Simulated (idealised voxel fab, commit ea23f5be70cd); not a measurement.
Documented hereafter: the process module known as voxel self aligned contacts.
Section shown: cut. Width: 235 nm. Cell size: 5 nm, square.
A cross-section is a grid of square cells, given in bands from the top down. A band is one or more rows of cells. Read a band's entry like this: the first values are the height of its top and the height of its bottom in nm, and what follows is the sequence of materials from left to right, each with its width in nm. Note that "air" is empty space, and that a single material marked "throughout" reaches across the band from edge to edge. All heights in this document are referenced to 0, defined as the level beneath which the wafer, as received, consists entirely of one material. The lowest band is not bounded below; it extends indefinitely downward and is written in the form "0..down". Width: "30..40" (first number = top row, second number = bottom row, same change from row to row of cells). The designation "nothing got changed", where it is given for a processing step, indicates that no cell of the cross-section was altered in the course of that step. So "Voids, sealed" is basically the list of trapped voids: any empty space of 8 cells or more that can't reach the top through an opening. They're written width x height at distance, the distance being from the left edge, and it's all nm. Whatever follows a step's settings on its line is a remark the simulator itself makes about that step. overlay nm: right-of-plan distance of the mask on a masked step; negative values mean left-of-plan.
-- The following list gives the planned process steps
1. op RECEIVE | material Si
2. op OXIDIZE | depth nm 5
3. op DIRECTIONAL_DEP | material polySi | thk nm 25
4. op DIRECTIONAL_DEP | material SiN | thk nm 15
5. op PATTERN | tone cover | mask id GATE | material resist | width nm 15 | pitch nm 60 | thk nm 15 | overlay nm 0
6. op DIRECTIONAL_ETCH | etch materials SiN | depth nm 15
7. op DIRECTIONAL_ETCH | etch materials polySi | depth nm 25
8. op STRIP | etch materials resist
9. op CONFORMAL_DEP | material SiN | thk nm 5
10. op DIRECTIONAL_ETCH | etch materials SiN | depth nm 5
11. op FILL_DEP | material SiO2 | thk nm 15
12. op CMP | height nm 50
13. op MASKED_ETCH | tone open | mask id CONTACT | width nm 45 | etch materials SiO2 | depth nm 55 | overlay nm 0
14. op CONFORMAL_DEP | material TiN | thk nm 5
15. op FILL_DEP | material Ru | thk nm 10
16. op CMP | height nm 50
17. op CONFORMAL_DEP | material SiN | thk nm 5
Keep in mind the plan's value for the width nm of step 5 comes from the first wafer; the wafers don't share that setting, but they do share the same starting point.
-- The first of several wafers, as received after step 1, seen in section
* 0..down = Si throughout
* Voids, sealed: none
-- For your reference, the table is organized with a row per wafer; each row reflects the wafer at the end of the module, indicating for each material the cells gained (+) or lost (-) since receipt, and thereafter its closed voids
width nm 15 | +52 Ru | -47 Si | +97 SiN | +356 SiO2 | +29 TiN | +30 polySi | Voids, sealed: none
width nm 20 | +43 Ru | -47 Si | +103 SiN | +349 SiO2 | +29 TiN | +40 polySi | Voids, sealed: none
width nm 25 | +34 Ru | -47 Si | +109 SiN | +342 SiO2 | +29 TiN | +50 polySi | Voids, sealed: none
width nm 30 | +25 Ru | -47 Si | +115 SiN | +335 SiO2 | +29 TiN | +60 polySi | Voids, sealed: none
width nm 35 | +16 Ru | -47 Si | +121 SiN | +328 SiO2 | +29 TiN | +70 polySi | Voids, sealed: none
width nm 40 | +7 Ru | -47 Si | +127 SiN | +321 SiO2 | +29 TiN | +80 polySi | Voids, sealed: none
